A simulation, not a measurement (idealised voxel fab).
The following process module bears the name voxel self aligned vias.
The width of the displayed cross-section, cut, is 215 nm; its cells are square, with a size of 5 nm.
The cross-sections in this document take the form of a grid made of square cells. They are written out as bands, in order from top to bottom. Each band consists of one or more rows of cells. Top, bottom (nm), then materials left to right with widths (nm); lone material tagged "throughout" fills the whole band edge to edge; "blank" = empty space. The reference from which all heights are counted is 0, the level beneath which the as-received wafer is entirely one material; the lowest band, having no lower bound, proceeds downward and is written after the example "top 0, no bottom". Per-row width for "30->40": begins at first number (top row of band), ends at second number (bottom row), increment between rows held constant. Where the words "nothing changed" appear for a step, the cross-section shows no cell changed by that step; every cell remained as before. This entry, "Voids, sealed", enumerates those empty regions of no fewer than 8 cells that possess no open connection to the top. Each region is reported in the form width x height at distance, the distance being taken from the left edge, with all three quantities expressed in nm. Note: text after step settings on the step line = simulator remark on that step. What "overlay nm" on a step's line means: if the step has a mask, that mask lay this far to the right of its planned place, or, when the value is negative, to the left.
**Process steps - plan**
step 1: RECEIVE, material Si
step 2: CONFORMAL_DEP, material SiO2, thk nm 10
step 3: CONFORMAL_DEP, material SiCN, thk nm 5
step 4: DIRECTIONAL_DEP, material lowk, thk nm 25
step 5: PATTERN, tone open, mask id LINES, material resist, width nm 25, pitch nm 55, thk nm 20, overlay nm 0
step 6: DIRECTIONAL_ETCH, etch materials lowk, depth nm 25
step 7: STRIP, etch materials resist
step 8: CONFORMAL_DEP, material TiN, thk nm 5
step 9: FILL_DEP, material W, thk nm 10
step 10: CMP, height nm 40
step 11: SELECTIVE_ETCH, etch materials W Ru TiN, depth nm 5
step 12: FILL_DEP, material SiN, thk nm 5
step 13: CMP, height nm 40
step 14: DIRECTIONAL_DEP, material lowk, thk nm 20
step 15: MASKED_ETCH, tone open, mask id VIAS, width nm 25, pitch nm 110, etch materials lowk, depth nm 20, overlay nm 0
step 16: MASKED_ETCH, tone open, mask id VIAS, width nm 35, pitch nm 110, etch materials SiN, depth nm 5, overlay nm 0
step 17: CONFORMAL_DEP, material TiN, thk nm 5
step 18: FILL_DEP, material W, thk nm 10
step 19: CMP, height nm 60
step 20: CONFORMAL_DEP, material SiN, thk nm 5
For this document, wafers share an identical start and vary in the step 15 width nm; the plan quotes the first wafer's value.
**As-received cross-section, first of several wafers, post step 1**
- top 0, no bottom  Si throughout
- Voids, sealed: none
**End of module: cross-section of the first of several wafers after step 20, the last step**
- top 65, bottom 60  SiN throughout
- top 60, bottom 40  40 nm lowk  5 nm TiN  15 nm W  5 nm TiN  85 nm lowk  5 nm TiN  15 nm W  5 nm TiN  40 nm lowk
- top 40, bottom 35  40 nm lowk  25 nm TiN  30 nm lowk  25 nm SiN  30 nm lowk  25 nm TiN  40 nm lowk
- top 35, bottom 20  40 nm lowk  5 nm TiN  15 nm W  5 nm TiN  30 nm lowk  5 nm TiN  15 nm W  5 nm TiN  30 nm lowk  5 nm TiN  15 nm W  5 nm TiN  40 nm lowk
- top 20, bottom 15  40 nm lowk  25 nm TiN  30 nm lowk  25 nm TiN  30 nm lowk  25 nm TiN  40 nm lowk
- top 15, bottom 10  SiCN throughout
- top 10, bottom 0  SiO2 throughout
- top 0, no bottom  Si throughout
- Voids, sealed: none
**The module's end: a cross-section of the last wafer**
- top 65, bottom 60  SiN throughout
- top 60, bottom 45  30 nm lowk  5 nm TiN  40 nm W  5 nm TiN  60 nm lowk  5 nm TiN  40 nm W  5 nm TiN  25 nm lowk
- top 45, bottom 40  30 nm lowk  15 nm TiN  15 nm W  20 nm TiN  60 nm lowk  15 nm TiN  15 nm W  20 nm TiN  25 nm lowk
- top 40, bottom 35  40 nm lowk  25 nm TiN  30 nm lowk  25 nm SiN  30 nm lowk  25 nm TiN  40 nm lowk
- top 35, bottom 20  40 nm lowk  5 nm TiN  15 nm W  5 nm TiN  30 nm lowk  5 nm TiN  15 nm W  5 nm TiN  30 nm lowk  5 nm TiN  15 nm W  5 nm TiN  40 nm lowk
- top 20, bottom 15  40 nm lowk  25 nm TiN  30 nm lowk  25 nm TiN  30 nm lowk  25 nm TiN  40 nm lowk
- top 15, bottom 10  SiCN throughout
- top 10, bottom 0  SiO2 throughout
- top 0, no bottom  Si throughout
- Voids, sealed: none
**What follows is a table in which each wafer occupies a row; for the wafer as it stands at the close of the module, the row states, material by material, how many cells have been gained (+) or lost (-) since receipt, and then gives its closed voids**
width nm 25; +43 SiCN; +48 SiN; +86 SiO2; +59 TiN; +51 W; +272 lowk; Voids, sealed: none
width nm 30; +43 SiCN; +48 SiN; +86 SiO2; +61 TiN; +57 W; +264 lowk; Voids, sealed: none
width nm 35; +43 SiCN; +48 SiN; +86 SiO2; +63 TiN; +63 W; +256 lowk; Voids, sealed: none
width nm 40; +43 SiCN; +48 SiN; +86 SiO2; +65 TiN; +69 W; +248 lowk; Voids, sealed: none
width nm 45; +43 SiCN; +48 SiN; +86 SiO2; +67 TiN; +75 W; +240 lowk; Voids, sealed: none
width nm 50; +43 SiCN; +48 SiN; +86 SiO2; +69 TiN; +81 W; +232 lowk; Voids, sealed: none
